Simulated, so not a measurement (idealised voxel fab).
process module | voxel self aligned contacts
cross-section cut | 270 nm wide | cells 5 nm
A cross-section is a grid of square cells, given in bands from the top down. A band is one or more rows of cells.
Each band's line starts with the height of the band's top and of its bottom, in nm. Then come its materials from left to right, each with its width in nm. One material with "throughout" fills the band from edge to edge. "air" is empty space.
Height 0 is the level under which the wafer as received is all one material. The lowest band goes on downwards, as in "0 down".
A width such as "30 to 40" changes by the same amount from each row of cells to the next, from the band's top row to its bottom row.
"no change" after a step means that no cell of the cross-section changed.
closed voids: empty space of 8 cells or more with no open way to the top, each as width x height at its distance from the left edge, in nm
after a step's settings: what the simulator itself notes on the step
overlay nm, on a step with a mask: how far to the right of its planned place the mask lay; to the left if negative
plan
1 op RECEIVE | material Si
2 op CONFORMAL_DEP | material SiO2 | thk nm 5
3 op DIRECTIONAL_DEP | material polySi | thk nm 25
4 op DIRECTIONAL_DEP | material SiN | thk nm 20
5 op MASKED_ETCH | tone cover | mask id GATE | width nm 25 | pitch nm 65 | etch materials SiN | depth nm 20 | overlay nm 0
6 op MASKED_ETCH | tone cover | mask id GATE | width nm 25 | pitch nm 65 | etch materials polySi | depth nm 25 | overlay nm 0
7 op CONFORMAL_DEP | material SiN | thk nm 10
8 op DIRECTIONAL_ETCH | etch materials SiN | depth nm 10
9 op FILL_DEP | material SiO2 | thk nm 15
10 op CMP | height nm 55
11 op PATTERN | tone open | mask id CONTACT | material resist | width nm 50 | pitch nm 65 | thk nm 15 | overlay nm 0
12 op DIRECTIONAL_ETCH | etch materials SiO2 | depth nm 55
13 op STRIP | etch materials resist
14 op CONFORMAL_DEP | material TiN | thk nm 5
15 op FILL_DEP | material W | thk nm 5
16 op CMP | height nm 55
17 op CONFORMAL_DEP | material SiN | thk nm 5
as received, after step 1
  0 down: Si throughout
  closed voids: none
a wafer at the end: this start, this plan, one mistake
  60 to 55: SiN throughout
  55 to 50: SiO2 80 | TiN 15 | W 10 | TiN 15 | SiO2 25 | TiN 15 | W 10 | TiN 15 | SiO2 85
  50 to 30: SiO2 45 | SiN 45 | TiN 5 | W 10 | TiN 5 | SiN 45 | TiN 5 | W 10 | TiN 5 | SiN 45 | SiO2 50
  30 to 5: SiO2 45 | SiN 10 | polySi 25 | SiN 10 | TiN 5 | W 10 | TiN 5 | SiN 10 | polySi 25 | SiN 10 | TiN 5 | W 10 | TiN 5 | SiN 10 | polySi 25 | SiN 10 | SiO2 50
  5 to 0: SiO2 90 | TiN 20 | SiO2 45 | TiN 20 | SiO2 95
  0 down: Si throughout
  closed voids: none
what went wrong: step 11 ran as: op PATTERN | tone open | mask id CONTACT | material resist | width nm 40 | pitch nm 65 | thk nm 15 | overlay nm 0
